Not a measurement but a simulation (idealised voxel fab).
voxel released beams: a process module
For reference, the cross-section in this document is cut, with width 185 nm and square cells of 5 nm.
A cross-section is written here as square cells arranged in a grid, and it is given in bands from the top down, each band taking up one or more rows of cells. For a band, the entry starts with two heights in nm, that of the top and then that of the bottom, and carries on with the band's materials in order from left to right, each alongside its width in nm; the word "everywhere" beside a single material means it fills the band edge to edge, and "empty" means empty space. The reference from which all heights are counted is 0, the level beneath which the as-received wafer is entirely one material; the lowest band, having no lower bound, proceeds downward and is written after the example "0 and below". Top row gets the first number, bottom row gets the second, and each row in between changes by the same step: that is how a band width like "30..40" works. Where a step carries "identical to before", the cross-section came out of it unchanged, cell for cell. Each empty space that has no open way to the top and spans at least 8 cells appears under "Closed internal cavities" as width x height at distance, the distance counted from the left edge, all in nm. If you see something after the settings on a step's line, that's the simulator's own remark about that step. "overlay nm", when on a step's line for a step with a mask, measures how far to the right of its planned place the mask lay; a negative measure means to the left.

### Process steps - plan
1: RECEIVE (material Si)
2: CONFORMAL_DEP (material SiN; thk nm 5)
3: DIRECTIONAL_DEP (material SiO2; thk nm 15)
4: PATTERN (tone open; mask id ANCHOR; material resist; width nm 30; thk nm 20; overlay nm 0)
5: DIRECTIONAL_ETCH (etch materials SiO2; depth nm 15)
6: STRIP (etch materials resist)
7: CONFORMAL_DEP (material TiN; thk nm 10)
8: MASKED_ETCH (tone cover; mask id BEAM; width nm 95; etch materials TiN; depth nm 10; overlay nm 0)
9: STRIP (etch materials SiO2)

### Cross-section: wafer on arrival = after step 1
	0 and below: Si everywhere
	Closed internal cavities: none

### Figure: cross-sectional view of the wafer upon completion of the module, processed from the initial state and according to the plan depicted above, with one error introduced during execution
	30 down to 20: empty 40, then TiN 45, then empty 100
	20 down to 15: empty 35, then TiN 10, then SiO2 30, then TiN 10, then empty 100
	15 down to 5: empty 35, then TiN 10, then SiO2 30, then TiN 60, then empty 50
	5 down to 0: SiN everywhere
	0 and below: Si everywhere
	Closed internal cavities: none
what went wrong: step 4 ran differently from the plan; actual operation with settings: PATTERN (tone cover; mask id ANCHOR; material resist; width nm 30; thk nm 20; overlay nm 0)
